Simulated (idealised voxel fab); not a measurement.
process module | voxel plated lines
cross-section cut | 225 nm wide | cells 5 nm
A cross-section is a grid of square cells, given in bands from the top down. A band is one or more rows of cells.
Each band's line starts with the height of the band's top and of its bottom, in nm. Then come its materials from left to right, each with its width in nm. One material with "throughout" fills the band from edge to edge. "air" is empty space.
Height 0 is the level under which the wafer as received is all one material. The lowest band goes on downwards, as in "0 down".
A width such as "30 to 40" changes by the same amount from each row of cells to the next, from the band's top row to its bottom row.
"no change" after a step means that no cell of the cross-section changed.
closed voids: empty space of 8 cells or more with no open way to the top, each as width x height at its distance from the left edge, in nm
after a step's settings: what the simulator itself notes on the step
overlay nm, on a step with a mask: how far to the right of its planned place the mask lay; to the left if negative
plan
1 op RECEIVE | material Si
2 op CONFORMAL_DEP | material Al2O3 | thk nm 5
3 op DIRECTIONAL_DEP | material TiN | thk nm 5
4 op PATTERN | tone open | mask id LINES | material resist | width nm 20 | pitch nm 35 | thk nm 40 | overlay nm 0
5 op EPI | material Ru | thk nm 5
6 op EPI | material Ru | thk nm 10
7 op EPI | material Ru | thk nm 5
8 op STRIP | etch materials resist
9 op DIRECTIONAL_ETCH | etch materials TiN | depth nm 5
10 op CONFORMAL_DEP | material SiN | thk nm 5
varied across the wafers: thk nm of step 3. The plan shows the first wafer's value. All wafers start alike
first wafer as received, after step 1
  0 down: Si throughout
  closed voids: none
first wafer at the end, after step 10
  35 to 30: air 45 | SiN 30 | air 5 | SiN 30 | air 5 | SiN 30 | air 5 | SiN 30 | air 45
  30 to 10: air 45 | SiN 5 | Ru 20 | SiN 5 | air 5 | SiN 5 | Ru 20 | SiN 5 | air 5 | SiN 5 | Ru 20 | SiN 5 | air 5 | SiN 5 | Ru 20 | SiN 5 | air 45
  10 to 5: SiN 50 | TiN 20 | SiN 15 | TiN 20 | SiN 15 | TiN 20 | SiN 15 | TiN 20 | SiN 50
  5 to 0: Al2O3 throughout
  0 down: Si throughout
  closed voids: none
last wafer at the end
  50 to 45: air 45 | SiN 30 | air 5 | SiN 30 | air 5 | SiN 30 | air 5 | SiN 30 | air 45
  45 to 25: air 45 | SiN 5 | Ru 20 | SiN 5 | air 5 | SiN 5 | Ru 20 | SiN 5 | air 5 | SiN 5 | Ru 20 | SiN 5 | air 5 | SiN 5 | Ru 20 | SiN 5 | air 45
  25 to 20: SiN 50 | TiN 20 | SiN 15 | TiN 20 | SiN 15 | TiN 20 | SiN 15 | TiN 20 | SiN 50
  20 to 5: TiN throughout
  5 to 0: Al2O3 throughout
  0 down: Si throughout
  closed voids: none
each wafer at the end: cells of each material gained (+) or lost (-) since it was received, then its closed voids
thk nm 5 | +45 Al2O3 | +64 Ru | +85 SiN | +16 TiN | closed voids: none
thk nm 10 | +45 Al2O3 | +64 Ru | +85 SiN | +61 TiN | closed voids: none
thk nm 15 | +45 Al2O3 | +64 Ru | +85 SiN | +106 TiN | closed voids: none
thk nm 20 | +45 Al2O3 | +64 Ru | +85 SiN | +151 TiN | closed voids: none
